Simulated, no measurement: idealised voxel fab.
This is a process module. Its name is voxel capacitor over wiring.
For reference, the cross-section in this document is cut, with width 240 nm and square cells of 5 nm.
A cross-section is a grid of square cells, given in bands from the top down. A band is one or more rows of cells.
Per band: top height and bottom height in nm, followed by the left-to-right materials and their widths in nm; "throughout" marks a single material spanning edge to edge, "empty" marks empty space.
Heights are expressed relative to 0, this being the level below which the as-received wafer comprises one material exclusively. The lowest band is unbounded in the downward direction and is denoted as in "from 0 down".
So if you see something like "30->40" for the width, read it as the top row of the band sitting at the first number and the bottom row at the second, with every row in between moving by the same amount as the last.
For the purposes of this document, the phrase "remains unaltered" attached to a step denotes that no cell within the cross-section was modified by that step.
In "Encapsulated voids" the enclosed voids are listed, meaning empty spaces of 8 cells or larger without any opening to the top. The form is width x height at distance, distance from the left edge, units nm.
On each step's line, the part that comes after the settings is the simulator's own comment on the step.
overlay nm: where the mask lay relative to plan, measured to the right, on steps with a mask; negatives go left.

-- Steps in the process plan
1,RECEIVE,material Si
2,CONFORMAL_DEP,material SiO2,thk nm 10
3,CONFORMAL_DEP,material SiCN,thk nm 5
4,DIRECTIONAL_DEP,material lowk,thk nm 15
5,MASKED_ETCH,tone open,mask id METAL_1,width nm 20,pitch nm 85,etch materials lowk,depth nm 15,overlay nm 0
6,MASKED_ETCH,tone open,mask id METAL_1,width nm 20,pitch nm 85,etch materials SiCN,depth nm 5,overlay nm 0
7,CONFORMAL_DEP,material TiN,thk nm 5
8,FILL_DEP,material Cu,thk nm 10
9,CMP,height nm 30
10,EPI,material Ru,thk nm 5
11,FILL_DEP,material SiCN,thk nm 5
12,DIRECTIONAL_DEP,material SiO2,thk nm 10
13,MASKED_ETCH,tone open,mask id PLUG_1,width nm 15,etch materials SiO2,depth nm 10,overlay nm 0
14,MASKED_ETCH,tone open,mask id PLUG_1,width nm 15,etch materials SiCN,depth nm 5,overlay nm 0
15,CONFORMAL_DEP,material TiN,thk nm 5
16,FILL_DEP,material Ru,thk nm 10
17,CMP,height nm 50
18,DIRECTIONAL_DEP,material TiN,thk nm 5
19,DIRECTIONAL_DEP,material Al2O3,thk nm 5
20,DIRECTIONAL_DEP,material TiN,thk nm 5
21,PATTERN,tone cover,mask id UPPER_PLATE,material resist,width nm 70,thk nm 20,overlay nm 0
22,DIRECTIONAL_ETCH,etch materials TiN,depth nm 5
23,DIRECTIONAL_ETCH,etch materials Al2O3,depth nm 5
24,STRIP,etch materials resist
25,MASKED_ETCH,tone cover,mask id LOWER_PLATE,width nm 80,etch materials TiN,depth nm 5,overlay nm 0
26,FILL_DEP,material SiO2,thk nm 20
27,CMP,height nm 80
28,PATTERN,tone open,mask id PLUG_2,material resist,width nm 15,thk nm 20,overlay nm 0
29,DIRECTIONAL_ETCH,etch materials SiO2,depth nm 15
30,STRIP,etch materials resist
31,CONFORMAL_DEP,material TiN,thk nm 5
32,FILL_DEP,material Ru,thk nm 5
33,CMP,height nm 80
34,CONFORMAL_DEP,material SiN,thk nm 5

-- Of two wafers, the first: run according to plan

-- Cross-section of the wafer as it came to us, i.e., already through step 1
	from 0 down = Si throughout
	Encapsulated voids: none

-- Cross-section: wafer state after step 2
	from 10 to 0 = SiO2 throughout
	Unchanged below 0.

-- Cross-section: wafer state after step 3
	from 15 to 10 = SiCN throughout
	Unchanged below 10.

-- Cross-section: wafer state after step 4
	from 30 to 15 = lowk throughout
	Unchanged below 15.

-- Cross-section: wafer state after step 5
	from 30 to 15 = 65 nm lowk / 20 nm empty / 65 nm lowk / 20 nm empty / 70 nm lowk
	Unchanged below 15.

-- Cross-section: wafer state after step 6
	from 30 to 15 = 65 nm lowk / 20 nm empty / 65 nm lowk / 20 nm empty / 70 nm lowk
	from 15 to 10 = 65 nm SiCN / 20 nm empty / 65 nm SiCN / 20 nm empty / 70 nm SiCN
	Unchanged below 10.

-- Cross-section: wafer state after step 7
	from 35 to 30 = 70 nm TiN / 10 nm empty / 75 nm TiN / 10 nm empty / 75 nm TiN
	from 30 to 15 = 65 nm lowk / 5 nm TiN / 10 nm empty / 5 nm TiN / 65 nm lowk / 5 nm TiN / 10 nm empty / 5 nm TiN / 70 nm lowk
	from 15 to 10 = 65 nm SiCN / 20 nm TiN / 65 nm SiCN / 20 nm TiN / 70 nm SiCN
	Unchanged below 10.

-- Cross-section: wafer state after step 8
	from 45 to 35 = Cu throughout
	from 35 to 30 = 70 nm TiN / 10 nm Cu / 75 nm TiN / 10 nm Cu / 75 nm TiN
	from 30 to 15 = 65 nm lowk / 5 nm TiN / 10 nm Cu / 5 nm TiN / 65 nm lowk / 5 nm TiN / 10 nm Cu / 5 nm TiN / 70 nm lowk
	Unchanged below 15.

-- Cross-section: wafer state after step 9
	from 30 to 15 = 65 nm lowk / 5 nm TiN / 10 nm Cu / 5 nm TiN / 65 nm lowk / 5 nm TiN / 10 nm Cu / 5 nm TiN / 70 nm lowk
	Unchanged below 15.

-- Cross-section: wafer state after step 10
	from 35 to 30 = 60 nm empty / 30 nm Ru / 55 nm empty / 30 nm Ru / 65 nm empty
	Unchanged below 30.

-- Cross-section: wafer state after step 11
	from 40 to 35 = SiCN throughout
	from 35 to 30 = 60 nm SiCN / 30 nm Ru / 55 nm SiCN / 30 nm Ru / 65 nm SiCN
	Unchanged below 30.

-- Cross-section: wafer state after step 12
	from 50 to 40 = SiO2 throughout
	Unchanged below 40.

-- Cross-section: wafer state after step 13
	from 50 to 40 = 70 nm SiO2 / 15 nm empty / 155 nm SiO2
	Unchanged below 40.

-- Cross-section: wafer state after step 14
	from 50 to 40 = 70 nm SiO2 / 15 nm empty / 155 nm SiO2
	from 40 to 35 = 70 nm SiCN / 15 nm empty / 155 nm SiCN
	Unchanged below 35.

-- Cross-section: wafer state after step 15
	from 55 to 50 = 75 nm TiN / 5 nm empty / 160 nm TiN
	from 50 to 40 = 70 nm SiO2 / 5 nm TiN / 5 nm empty / 5 nm TiN / 155 nm SiO2
	from 40 to 35 = 70 nm SiCN / 15 nm TiN / 155 nm SiCN
	Unchanged below 35.

-- Cross-section: wafer state after step 16
	from 65 to 55 = Ru throughout
	from 55 to 50 = 75 nm TiN / 5 nm Ru / 160 nm TiN
	from 50 to 40 = 70 nm SiO2 / 5 nm TiN / 5 nm Ru / 5 nm TiN / 155 nm SiO2
	Unchanged below 40.

-- Cross-section: wafer state after step 17
	from 50 to 40 = 70 nm SiO2 / 5 nm TiN / 5 nm Ru / 5 nm TiN / 155 nm SiO2
	Unchanged below 40.

-- Cross-section: wafer state after step 18
	from 55 to 50 = TiN throughout
	Unchanged below 50.

-- Cross-section: wafer state after step 19
	from 60 to 55 = Al2O3 throughout
	Unchanged below 55.

-- Cross-section: wafer state after step 20
	from 65 to 60 = TiN throughout
	Unchanged below 60.

-- Cross-section: wafer state after step 21
	from 85 to 65 = 70 nm empty / 70 nm resist / 100 nm empty
	Unchanged below 65.

-- Cross-section: wafer state after step 22
	from 85 to 65 = 70 nm empty / 70 nm resist / 100 nm empty
	from 65 to 60 = 70 nm empty / 70 nm TiN / 100 nm empty
	Unchanged below 60.

-- Cross-section: wafer state after step 23
	from 85 to 65 = 70 nm empty / 70 nm resist / 100 nm empty
	from 65 to 60 = 70 nm empty / 70 nm TiN / 100 nm empty
	from 60 to 55 = 70 nm empty / 70 nm Al2O3 / 100 nm empty
	Unchanged below 55.

-- Cross-section: wafer state after step 24
	from 65 to 60 = 70 nm empty / 70 nm TiN / 100 nm empty
	Unchanged below 60.

-- Cross-section: wafer state after step 25
	from 65 to 60 = 70 nm empty / 70 nm TiN / 100 nm empty
	from 60 to 55 = 70 nm empty / 70 nm Al2O3 / 100 nm empty
	from 55 to 50 = 65 nm empty / 80 nm TiN / 95 nm empty
	Unchanged below 50.

-- Cross-section: wafer state after step 26
	from 85 to 65 = SiO2 throughout
	from 65 to 60 = 70 nm SiO2 / 70 nm TiN / 100 nm SiO2
	from 60 to 55 = 70 nm SiO2 / 70 nm Al2O3 / 100 nm SiO2
	from 55 to 50 = 65 nm SiO2 / 80 nm TiN / 95 nm SiO2
	Unchanged below 50.

-- Cross-section: wafer state after step 27
	from 80 to 65 = SiO2 throughout
	Unchanged below 65.

-- Cross-section: wafer state after step 28
	from 100 to 80 = 80 nm resist / 15 nm empty / 145 nm resist
	Unchanged below 80.

-- Cross-section: wafer state after step 29
	from 100 to 80 = 80 nm resist / 15 nm empty / 145 nm resist
	from 80 to 65 = 80 nm SiO2 / 15 nm empty / 145 nm SiO2
	Unchanged below 65.

-- Cross-section: wafer state after step 30
	from 80 to 65 = 80 nm SiO2 / 15 nm empty / 145 nm SiO2
	Unchanged below 65.

-- Cross-section: wafer state after step 31
	from 85 to 80 = 85 nm TiN / 5 nm empty / 150 nm TiN
	from 80 to 70 = 80 nm SiO2 / 5 nm TiN / 5 nm empty / 5 nm TiN / 145 nm SiO2
	from 70 to 60 = 80->70 nm SiO2 / 15->70 nm TiN / 145->100 nm SiO2
	Unchanged below 60.

-- Cross-section: wafer state after step 32
	from 90 to 85 = Ru throughout
	from 85 to 80 = 85 nm TiN / 5 nm Ru / 150 nm TiN
	from 80 to 70 = 80 nm SiO2 / 5 nm TiN / 5 nm Ru / 5 nm TiN / 145 nm SiO2
	Unchanged below 70.

-- Cross-section: wafer state after step 33
	from 80 to 70 = 80 nm SiO2 / 5 nm TiN / 5 nm Ru / 5 nm TiN / 145 nm SiO2
	Unchanged below 70.

-- Cross-section: wafer state after step 34
	from 85 to 80 = SiN throughout
	Unchanged below 80.

-- Regarding the second of the two wafers: it shared the first wafer's starting condition and process plan, yet one error occurred during its execution. Its history coincides with that of the first wafer up to and including step 24

-- X-section, second wafer, when step 25 was due to finish
	from 60 to 55 = 70 nm empty / 70 nm Al2O3 / 100 nm empty
	from 55 to 50 = 65 nm TiN / 5 nm empty / 70 nm TiN / 5 nm empty / 95 nm TiN
	Unchanged below 50.

-- X-section, second wafer, when step 26 was due to finish
	from 80 to 60 = SiO2 throughout
	from 60 to 55 = 70 nm SiO2 / 70 nm Al2O3 / 100 nm SiO2
	from 55 to 50 = 65 nm TiN / 5 nm SiO2 / 70 nm TiN / 5 nm SiO2 / 95 nm TiN
	Unchanged below 50.

X-section, second wafer, when step 27 was due to finish: remains unaltered

-- X-section, second wafer, when step 28 was due to finish
	from 100 to 80 = 80 nm resist / 15 nm empty / 145 nm resist
	Unchanged below 80.

-- X-section, second wafer, when step 29 was due to finish
	from 100 to 80 = 80 nm resist / 15 nm empty / 145 nm resist
	from 80 to 65 = 80 nm SiO2 / 15 nm empty / 145 nm SiO2
	Unchanged below 65.

-- X-section, second wafer, when step 30 was due to finish
	from 80 to 65 = 80 nm SiO2 / 15 nm empty / 145 nm SiO2
	Unchanged below 65.

-- X-section, second wafer, when step 31 was due to finish
	from 85 to 80 = 85 nm TiN / 5 nm empty / 150 nm TiN
	from 80 to 70 = 80 nm SiO2 / 5 nm TiN / 5 nm empty / 5 nm TiN / 145 nm SiO2
	from 70 to 65 = 80 nm SiO2 / 15 nm TiN / 145 nm SiO2
	Unchanged below 65.

-- X-section, second wafer, when step 32 was due to finish
	from 90 to 85 = Ru throughout
	from 85 to 80 = 85 nm TiN / 5 nm Ru / 150 nm TiN
	from 80 to 70 = 80 nm SiO2 / 5 nm TiN / 5 nm Ru / 5 nm TiN / 145 nm SiO2
	Unchanged below 70.

-- X-section, second wafer, when step 33 was due to finish
	from 80 to 70 = 80 nm SiO2 / 5 nm TiN / 5 nm Ru / 5 nm TiN / 145 nm SiO2
	Unchanged below 70.

-- X-section, second wafer, when step 34 was due to finish
	from 85 to 80 = SiN throughout
	Unchanged below 80.
What went wrong in running the wafer? step 25 went in with a setting other than planned; the actual run was MASKED_ETCH,tone open,mask id LOWER_PLATE,width nm 80,etch materials TiN,depth nm 5,overlay nm 0
Materials where the second wafer ends with more or fewer cells than the first: 16 fewer of SiO2 | 16 more of TiN
